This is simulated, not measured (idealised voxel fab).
process module | voxel wiring stack
cross-section cut | 260 nm wide | cells 5 nm
A cross-section is a grid of square cells, given in bands from the top down. A band is one or more rows of cells.
Each band's line starts with the height of the band's top and of its bottom, in nm. Then come its materials from left to right, each with its width in nm. One material with "throughout" fills the band from edge to edge. "air" is empty space.
Height 0 is the level under which the wafer as received is all one material. The lowest band goes on downwards, as in "0 down".
A width such as "30 to 40" changes by the same amount from each row of cells to the next, from the band's top row to its bottom row.
"no change" after a step means that no cell of the cross-section changed.
closed voids: empty space of 8 cells or more with no open way to the top, each as width x height at its distance from the left edge, in nm
after a step's settings: what the simulator itself notes on the step
overlay nm, on a step with a mask: how far to the right of its planned place the mask lay; to the left if negative
plan
1 op RECEIVE | material Si
2 op CONFORMAL_DEP | material SiO2 | thk nm 10
3 op DIRECTIONAL_DEP | material TiN | thk nm 5
4 op DIRECTIONAL_DEP | material Ru | thk nm 25
5 op DIRECTIONAL_DEP | material aC | thk nm 10
6 op PATTERN | tone cover | mask id METAL_1 | material resist | width nm 20 | pitch nm 50 | thk nm 25 | overlay nm 0
7 op DIRECTIONAL_ETCH | etch materials aC | depth nm 10
8 op STRIP | etch materials resist
9 op DIRECTIONAL_ETCH | etch materials Ru | depth nm 25
10 op DIRECTIONAL_ETCH | etch materials TiN | depth nm 5
11 op STRIP | etch materials aC
12 op CONFORMAL_DEP | material SiN | thk nm 5
13 op FILL_DEP | material lowk | thk nm 10
14 op CMP | height nm 40
15 op CONFORMAL_DEP | material SiCN | thk nm 5
16 op DIRECTIONAL_DEP | material lowk | thk nm 25
17 op MASKED_ETCH | tone open | mask id METAL_2_HOLES | width nm 15 | pitch nm 50 | etch materials lowk | depth nm 25 | overlay nm 0
18 op PATTERN | tone open | mask id METAL_2 | material resist | width nm 20 | pitch nm 50 | thk nm 20 | overlay nm 0
19 op DIRECTIONAL_ETCH | etch materials lowk | depth nm 15
20 op DIRECTIONAL_ETCH | etch materials SiCN | depth nm 5
21 op STRIP | etch materials resist
22 op CONFORMAL_DEP | material TiN | thk nm 5
23 op FILL_DEP | material Ru | thk nm 5
24 op CMP | height nm 70
25 op CONFORMAL_DEP | material SiCN | thk nm 5
26 op DIRECTIONAL_DEP | material lowk | thk nm 35
27 op PATTERN | tone open | mask id METAL_3 | material resist | width nm 20 | pitch nm 50 | thk nm 20 | overlay nm 0
28 op DIRECTIONAL_ETCH | etch materials lowk | depth nm 20
29 op STRIP | etch materials resist
30 op MASKED_ETCH | tone open | mask id METAL_3_HOLES | width nm 15 | pitch nm 50 | etch materials lowk | depth nm 15 | overlay nm 0
31 op MASKED_ETCH | tone open | mask id METAL_3_HOLES | width nm 15 | pitch nm 50 | etch materials SiCN | depth nm 5 | overlay nm 0
32 op CONFORMAL_DEP | material TiN | thk nm 5
33 op FILL_DEP | material Cu | thk nm 5
34 op CMP | height nm 110
35 op CONFORMAL_DEP | material SiCN | thk nm 5
first wafer, as planned
as received, after step 1
  0 down: Si throughout
  closed voids: none
after step 2
  10 to 0: SiO2 throughout
  below 0: unchanged
after step 3
  15 to 10: TiN throughout
  below 10: unchanged
after step 4
  40 to 15: Ru throughout
  below 15: unchanged
after step 5
  50 to 40: aC throughout
  below 40: unchanged
after step 6
  75 to 50: air 45 | resist 20 | air 30 | resist 20 | air 30 | resist 20 | air 30 | resist 20 | air 45
  below 50: unchanged
after step 7
  65 to 50: air 45 | resist 20 | air 30 | resist 20 | air 30 | resist 20 | air 30 | resist 20 | air 45
  50 to 40: air 45 | aC 20 | air 30 | aC 20 | air 30 | aC 20 | air 30 | aC 20 | air 45
  below 40: unchanged
after step 8
  50 to 40: air 45 | aC 20 | air 30 | aC 20 | air 30 | aC 20 | air 30 | aC 20 | air 45
  below 40: unchanged
after step 9
  50 to 40: air 45 | aC 20 | air 30 | aC 20 | air 30 | aC 20 | air 30 | aC 20 | air 45
  40 to 15: air 45 | Ru 20 | air 30 | Ru 20 | air 30 | Ru 20 | air 30 | Ru 20 | air 45
  below 15: unchanged
after step 10
  50 to 40: air 45 | aC 20 | air 30 | aC 20 | air 30 | aC 20 | air 30 | aC 20 | air 45
  40 to 15: air 45 | Ru 20 | air 30 | Ru 20 | air 30 | Ru 20 | air 30 | Ru 20 | air 45
  15 to 10: air 45 | TiN 20 | air 30 | TiN 20 | air 30 | TiN 20 | air 30 | TiN 20 | air 45
  below 10: unchanged
after step 11
  40 to 15: air 45 | Ru 20 | air 30 | Ru 20 | air 30 | Ru 20 | air 30 | Ru 20 | air 45
  below 15: unchanged
after step 12
  45 to 40: air 40 | SiN 30 | air 20 | SiN 30 | air 20 | SiN 30 | air 20 | SiN 30 | air 40
  40 to 15: air 40 | SiN 5 | Ru 20 | SiN 5 | air 20 | SiN 5 | Ru 20 | SiN 5 | air 20 | SiN 5 | Ru 20 | SiN 5 | air 20 | SiN 5 | Ru 20 | SiN 5 | air 40
  15 to 10: SiN 45 | TiN 20 | SiN 30 | TiN 20 | SiN 30 | TiN 20 | SiN 30 | TiN 20 | SiN 45
  below 10: unchanged
after step 13
  55 to 45: lowk throughout
  45 to 40: lowk 40 | SiN 30 | lowk 20 | SiN 30 | lowk 20 | SiN 30 | lowk 20 | SiN 30 | lowk 40
  40 to 15: lowk 40 | SiN 5 | Ru 20 | SiN 5 | lowk 20 | SiN 5 | Ru 20 | SiN 5 | lowk 20 | SiN 5 | Ru 20 | SiN 5 | lowk 20 | SiN 5 | Ru 20 | SiN 5 | lowk 40
  below 15: unchanged
after step 14
  40 to 15: lowk 40 | SiN 5 | Ru 20 | SiN 5 | lowk 20 | SiN 5 | Ru 20 | SiN 5 | lowk 20 | SiN 5 | Ru 20 | SiN 5 | lowk 20 | SiN 5 | Ru 20 | SiN 5 | lowk 40
  below 15: unchanged
after step 15
  45 to 40: SiCN throughout
  below 40: unchanged
after step 16
  70 to 45: lowk throughout
  below 45: unchanged
after step 17
  70 to 45: lowk 45 | air 15 | lowk 35 | air 15 | lowk 35 | air 15 | lowk 35 | air 15 | lowk 50
  below 45: unchanged
after step 18
  90 to 70: resist 45 | air 20 | resist 30 | air 20 | resist 30 | air 20 | resist 30 | air 20 | resist 45
  below 70: unchanged
after step 19
  90 to 70: resist 45 | air 20 | resist 30 | air 20 | resist 30 | air 20 | resist 30 | air 20 | resist 45
  70 to 55: lowk 45 | air 20 | lowk 30 | air 20 | lowk 30 | air 20 | lowk 30 | air 20 | lowk 45
  below 55: unchanged
after step 20
  90 to 70: resist 45 | air 20 | resist 30 | air 20 | resist 30 | air 20 | resist 30 | air 20 | resist 45
  70 to 55: lowk 45 | air 20 | lowk 30 | air 20 | lowk 30 | air 20 | lowk 30 | air 20 | lowk 45
  55 to 45: lowk 45 | air 15 | lowk 35 | air 15 | lowk 35 | air 15 | lowk 35 | air 15 | lowk 50
  45 to 40: SiCN 45 | air 15 | SiCN 35 | air 15 | SiCN 35 | air 15 | SiCN 35 | air 15 | SiCN 50
  below 40: unchanged
after step 21
  70 to 55: lowk 45 | air 20 | lowk 30 | air 20 | lowk 30 | air 20 | lowk 30 | air 20 | lowk 45
  below 55: unchanged
after step 22
  75 to 70: TiN 50 | air 10 | TiN 40 | air 10 | TiN 40 | air 10 | TiN 40 | air 10 | TiN 50
  70 to 60: lowk 45 | TiN 5 | air 10 | TiN 5 | lowk 30 | TiN 5 | air 10 | TiN 5 | lowk 30 | TiN 5 | air 10 | TiN 5 | lowk 30 | TiN 5 | air 10 | TiN 5 | lowk 45
  60 to 55: lowk 45 | TiN 5 | air 5 | TiN 10 | lowk 30 | TiN 5 | air 5 | TiN 10 | lowk 30 | TiN 5 | air 5 | TiN 10 | lowk 30 | TiN 5 | air 5 | TiN 10 | lowk 45
  55 to 45: lowk 45 | TiN 5 | air 5 | TiN 5 | lowk 35 | TiN 5 | air 5 | TiN 5 | lowk 35 | TiN 5 | air 5 | TiN 5 | lowk 35 | TiN 5 | air 5 | TiN 5 | lowk 50
  45 to 40: SiCN 45 | TiN 15 | SiCN 35 | TiN 15 | SiCN 35 | TiN 15 | SiCN 35 | TiN 15 | SiCN 50
  below 40: unchanged
after step 23
  80 to 75: Ru throughout
  75 to 70: TiN 50 | Ru 10 | TiN 40 | Ru 10 | TiN 40 | Ru 10 | TiN 40 | Ru 10 | TiN 50
  70 to 60: lowk 45 | TiN 5 | Ru 10 | TiN 5 | lowk 30 | TiN 5 | Ru 10 | TiN 5 | lowk 30 | TiN 5 | Ru 10 | TiN 5 | lowk 30 | TiN 5 | Ru 10 | TiN 5 | lowk 45
  60 to 55: lowk 45 | TiN 5 | Ru 5 | TiN 10 | lowk 30 | TiN 5 | Ru 5 | TiN 10 | lowk 30 | TiN 5 | Ru 5 | TiN 10 | lowk 30 | TiN 5 | Ru 5 | TiN 10 | lowk 45
  55 to 45: lowk 45 | TiN 5 | Ru 5 | TiN 5 | lowk 35 | TiN 5 | Ru 5 | TiN 5 | lowk 35 | TiN 5 | Ru 5 | TiN 5 | lowk 35 | TiN 5 | Ru 5 | TiN 5 | lowk 50
  below 45: unchanged
after step 24
  70 to 60: lowk 45 | TiN 5 | Ru 10 | TiN 5 | lowk 30 | TiN 5 | Ru 10 | TiN 5 | lowk 30 | TiN 5 | Ru 10 | TiN 5 | lowk 30 | TiN 5 | Ru 10 | TiN 5 | lowk 45
  below 60: unchanged
after step 25
  75 to 70: SiCN throughout
  below 70: unchanged
after step 26
  110 to 75: lowk throughout
  below 75: unchanged
after step 27
  130 to 110: resist 45 | air 20 | resist 30 | air 20 | resist 30 | air 20 | resist 30 | air 20 | resist 45
  below 110: unchanged
after step 28
  130 to 110: resist 45 | air 20 | resist 30 | air 20 | resist 30 | air 20 | resist 30 | air 20 | resist 45
  110 to 90: lowk 45 | air 20 | lowk 30 | air 20 | lowk 30 | air 20 | lowk 30 | air 20 | lowk 45
  below 90: unchanged
after step 29
  110 to 90: lowk 45 | air 20 | lowk 30 | air 20 | lowk 30 | air 20 | lowk 30 | air 20 | lowk 45
  below 90: unchanged
after step 30
  110 to 90: lowk 45 | air 20 | lowk 30 | air 20 | lowk 30 | air 20 | lowk 30 | air 20 | lowk 45
  90 to 75: lowk 45 | air 15 | lowk 35 | air 15 | lowk 35 | air 15 | lowk 35 | air 15 | lowk 50
  below 75: unchanged
after step 31
  110 to 90: lowk 45 | air 20 | lowk 30 | air 20 | lowk 30 | air 20 | lowk 30 | air 20 | lowk 45
  90 to 75: lowk 45 | air 15 | lowk 35 | air 15 | lowk 35 | air 15 | lowk 35 | air 15 | lowk 50
  75 to 70: SiCN 45 | air 15 | SiCN 35 | air 15 | SiCN 35 | air 15 | SiCN 35 | air 15 | SiCN 50
  below 70: unchanged
after step 32
  115 to 110: TiN 50 | air 10 | TiN 40 | air 10 | TiN 40 | air 10 | TiN 40 | air 10 | TiN 50
  110 to 95: lowk 45 | TiN 5 | air 10 | TiN 5 | lowk 30 | TiN 5 | air 10 | TiN 5 | lowk 30 | TiN 5 | air 10 | TiN 5 | lowk 30 | TiN 5 | air 10 | TiN 5 | lowk 45
  95 to 90: lowk 45 | TiN 5 | air 5 | TiN 10 | lowk 30 | TiN 5 | air 5 | TiN 10 | lowk 30 | TiN 5 | air 5 | TiN 10 | lowk 30 | TiN 5 | air 5 | TiN 10 | lowk 45
  90 to 75: lowk 45 | TiN 5 | air 5 | TiN 5 | lowk 35 | TiN 5 | air 5 | TiN 5 | lowk 35 | TiN 5 | air 5 | TiN 5 | lowk 35 | TiN 5 | air 5 | TiN 5 | lowk 50
  75 to 70: SiCN 45 | TiN 15 | SiCN 35 | TiN 15 | SiCN 35 | TiN 15 | SiCN 35 | TiN 15 | SiCN 50
  below 70: unchanged
after step 33
  120 to 115: Cu throughout
  115 to 110: TiN 50 | Cu 10 | TiN 40 | Cu 10 | TiN 40 | Cu 10 | TiN 40 | Cu 10 | TiN 50
  110 to 95: lowk 45 | TiN 5 | Cu 10 | TiN 5 | lowk 30 | TiN 5 | Cu 10 | TiN 5 | lowk 30 | TiN 5 | Cu 10 | TiN 5 | lowk 30 | TiN 5 | Cu 10 | TiN 5 | lowk 45
  95 to 90: lowk 45 | TiN 5 | Cu 5 | TiN 10 | lowk 30 | TiN 5 | Cu 5 | TiN 10 | lowk 30 | TiN 5 | Cu 5 | TiN 10 | lowk 30 | TiN 5 | Cu 5 | TiN 10 | lowk 45
  90 to 75: lowk 45 | TiN 5 | Cu 5 | TiN 5 | lowk 35 | TiN 5 | Cu 5 | TiN 5 | lowk 35 | TiN 5 | Cu 5 | TiN 5 | lowk 35 | TiN 5 | Cu 5 | TiN 5 | lowk 50
  below 75: unchanged
after step 34
  110 to 95: lowk 45 | TiN 5 | Cu 10 | TiN 5 | lowk 30 | TiN 5 | Cu 10 | TiN 5 | lowk 30 | TiN 5 | Cu 10 | TiN 5 | lowk 30 | TiN 5 | Cu 10 | TiN 5 | lowk 45
  below 95: unchanged
after step 35
  115 to 110: SiCN throughout
  below 110: unchanged
second wafer: like start, like plan, one mistake. Through step 16 it matches the first wafer
when step 17 should have ended
  70 to 45: lowk 35 | air 15 | lowk 35 | air 15 | lowk 35 | air 15 | lowk 35 | air 15 | lowk 60
  below 45: unchanged
when step 18 should have ended
  90 to 70: resist 45 | air 20 | resist 30 | air 20 | resist 30 | air 20 | resist 30 | air 20 | resist 45
  70 to 45: lowk 35 | resist 10 | air 5 | lowk 35 | resist 10 | air 5 | lowk 35 | resist 10 | air 5 | lowk 35 | resist 10 | air 5 | lowk 60
  below 45: unchanged
when step 19 should have ended
  90 to 70: resist 45 | air 20 | resist 30 | air 20 | resist 30 | air 20 | resist 30 | air 20 | resist 45
  70 to 55: lowk 35 | resist 10 | air 20 | lowk 20 | resist 10 | air 20 | lowk 20 | resist 10 | air 20 | lowk 20 | resist 10 | air 20 | lowk 45
  below 55: unchanged
when step 20 should have ended
  90 to 70: resist 45 | air 20 | resist 30 | air 20 | resist 30 | air 20 | resist 30 | air 20 | resist 45
  70 to 55: lowk 35 | resist 10 | air 20 | lowk 20 | resist 10 | air 20 | lowk 20 | resist 10 | air 20 | lowk 20 | resist 10 | air 20 | lowk 45
  55 to 45: lowk 35 | resist 10 | air 5 | lowk 35 | resist 10 | air 5 | lowk 35 | resist 10 | air 5 | lowk 35 | resist 10 | air 5 | lowk 60
  45 to 40: SiCN 45 | air 5 | SiCN 45 | air 5 | SiCN 45 | air 5 | SiCN 45 | air 5 | SiCN 60
  below 40: unchanged
when step 21 should have ended
  70 to 55: lowk 35 | air 30 | lowk 20 | air 30 | lowk 20 | air 30 | lowk 20 | air 30 | lowk 45
  55 to 45: lowk 35 | air 15 | lowk 35 | air 15 | lowk 35 | air 15 | lowk 35 | air 15 | lowk 60
  below 45: unchanged
when step 22 should have ended
  75 to 70: TiN 40 | air 20 | TiN 30 | air 20 | TiN 30 | air 20 | TiN 30 | air 20 | TiN 50
  70 to 60: lowk 35 | TiN 5 | air 20 | TiN 5 | lowk 20 | TiN 5 | air 20 | TiN 5 | lowk 20 | TiN 5 | air 20 | TiN 5 | lowk 20 | TiN 5 | air 20 | TiN 5 | lowk 45
  60 to 50: lowk 35 | TiN 5 | air 5 | TiN 20 to 5 | lowk 20 to 35 | TiN 5 | air 5 | TiN 20 to 5 | lowk 20 to 35 | TiN 5 | air 5 | TiN 20 to 5 | lowk 20 to 35 | TiN 5 | air 5 | TiN 20 to 5 | lowk 45 to 60
  50 to 45: lowk 35 | TiN 15 | lowk 35 | TiN 15 | lowk 35 | TiN 15 | lowk 35 | TiN 15 | lowk 60
  45 to 40: SiCN 45 | TiN 5 | SiCN 45 | TiN 5 | SiCN 45 | TiN 5 | SiCN 45 | TiN 5 | SiCN 60
  below 40: unchanged
when step 23 should have ended
  80 to 75: Ru throughout
  75 to 70: TiN 40 | Ru 20 | TiN 30 | Ru 20 | TiN 30 | Ru 20 | TiN 30 | Ru 20 | TiN 50
  70 to 60: lowk 35 | TiN 5 | Ru 20 | TiN 5 | lowk 20 | TiN 5 | Ru 20 | TiN 5 | lowk 20 | TiN 5 | Ru 20 | TiN 5 | lowk 20 | TiN 5 | Ru 20 | TiN 5 | lowk 45
  60 to 50: lowk 35 | TiN 5 | Ru 5 | TiN 20 to 5 | lowk 20 to 35 | TiN 5 | Ru 5 | TiN 20 to 5 | lowk 20 to 35 | TiN 5 | Ru 5 | TiN 20 to 5 | lowk 20 to 35 | TiN 5 | Ru 5 | TiN 20 to 5 | lowk 45 to 60
  below 50: unchanged
when step 24 should have ended
  70 to 60: lowk 35 | TiN 5 | Ru 20 | TiN 5 | lowk 20 | TiN 5 | Ru 20 | TiN 5 | lowk 20 | TiN 5 | Ru 20 | TiN 5 | lowk 20 | TiN 5 | Ru 20 | TiN 5 | lowk 45
  below 60: unchanged
when step 25 should have ended
  75 to 70: SiCN throughout
  below 70: unchanged
when step 26 should have ended
  110 to 75: lowk throughout
  below 75: unchanged
when step 27 should have ended
  130 to 110: resist 45 | air 20 | resist 30 | air 20 | resist 30 | air 20 | resist 30 | air 20 | resist 45
  below 110: unchanged
when step 28 should have ended
  130 to 110: resist 45 | air 20 | resist 30 | air 20 | resist 30 | air 20 | resist 30 | air 20 | resist 45
  110 to 90: lowk 45 | air 20 | lowk 30 | air 20 | lowk 30 | air 20 | lowk 30 | air 20 | lowk 45
  below 90: unchanged
when step 29 should have ended
  110 to 90: lowk 45 | air 20 | lowk 30 | air 20 | lowk 30 | air 20 | lowk 30 | air 20 | lowk 45
  below 90: unchanged
when step 30 should have ended
  110 to 90: lowk 45 | air 20 | lowk 30 | air 20 | lowk 30 | air 20 | lowk 30 | air 20 | lowk 45
  90 to 75: lowk 45 | air 15 | lowk 35 | air 15 | lowk 35 | air 15 | lowk 35 | air 15 | lowk 50
  below 75: unchanged
when step 31 should have ended
  110 to 90: lowk 45 | air 20 | lowk 30 | air 20 | lowk 30 | air 20 | lowk 30 | air 20 | lowk 45
  90 to 75: lowk 45 | air 15 | lowk 35 | air 15 | lowk 35 | air 15 | lowk 35 | air 15 | lowk 50
  75 to 70: SiCN 45 | air 15 | SiCN 35 | air 15 | SiCN 35 | air 15 | SiCN 35 | air 15 | SiCN 50
  below 70: unchanged
when step 32 should have ended
  115 to 110: TiN 50 | air 10 | TiN 40 | air 10 | TiN 40 | air 10 | TiN 40 | air 10 | TiN 50
  110 to 95: lowk 45 | TiN 5 | air 10 | TiN 5 | lowk 30 | TiN 5 | air 10 | TiN 5 | lowk 30 | TiN 5 | air 10 | TiN 5 | lowk 30 | TiN 5 | air 10 | TiN 5 | lowk 45
  95 to 90: lowk 45 | TiN 5 | air 5 | TiN 10 | lowk 30 | TiN 5 | air 5 | TiN 10 | lowk 30 | TiN 5 | air 5 | TiN 10 | lowk 30 | TiN 5 | air 5 | TiN 10 | lowk 45
  90 to 75: lowk 45 | TiN 5 | air 5 | TiN 5 | lowk 35 | TiN 5 | air 5 | TiN 5 | lowk 35 | TiN 5 | air 5 | TiN 5 | lowk 35 | TiN 5 | air 5 | TiN 5 | lowk 50
  75 to 70: SiCN 45 | TiN 15 | SiCN 35 | TiN 15 | SiCN 35 | TiN 15 | SiCN 35 | TiN 15 | SiCN 50
  below 70: unchanged
when step 33 should have ended
  120 to 115: Cu throughout
  115 to 110: TiN 50 | Cu 10 | TiN 40 | Cu 10 | TiN 40 | Cu 10 | TiN 40 | Cu 10 | TiN 50
  110 to 95: lowk 45 | TiN 5 | Cu 10 | TiN 5 | lowk 30 | TiN 5 | Cu 10 | TiN 5 | lowk 30 | TiN 5 | Cu 10 | TiN 5 | lowk 30 | TiN 5 | Cu 10 | TiN 5 | lowk 45
  95 to 90: lowk 45 | TiN 5 | Cu 5 | TiN 10 | lowk 30 | TiN 5 | Cu 5 | TiN 10 | lowk 30 | TiN 5 | Cu 5 | TiN 10 | lowk 30 | TiN 5 | Cu 5 | TiN 10 | lowk 45
  90 to 75: lowk 45 | TiN 5 | Cu 5 | TiN 5 | lowk 35 | TiN 5 | Cu 5 | TiN 5 | lowk 35 | TiN 5 | Cu 5 | TiN 5 | lowk 35 | TiN 5 | Cu 5 | TiN 5 | lowk 50
  below 75: unchanged
when step 34 should have ended
  110 to 95: lowk 45 | TiN 5 | Cu 10 | TiN 5 | lowk 30 | TiN 5 | Cu 10 | TiN 5 | lowk 30 | TiN 5 | Cu 10 | TiN 5 | lowk 30 | TiN 5 | Cu 10 | TiN 5 | lowk 45
  below 95: unchanged
when step 35 should have ended
  115 to 110: SiCN throughout
  below 110: unchanged
what went wrong: step 17 ran as: op MASKED_ETCH | tone open | mask id METAL_2_HOLES | width nm 15 | pitch nm 50 | etch materials lowk | depth nm 25 | overlay nm -10
at the end the second wafer has, in cells: 12 more of Ru | 8 more of SiCN | 4 more of TiN | 24 fewer of lowk
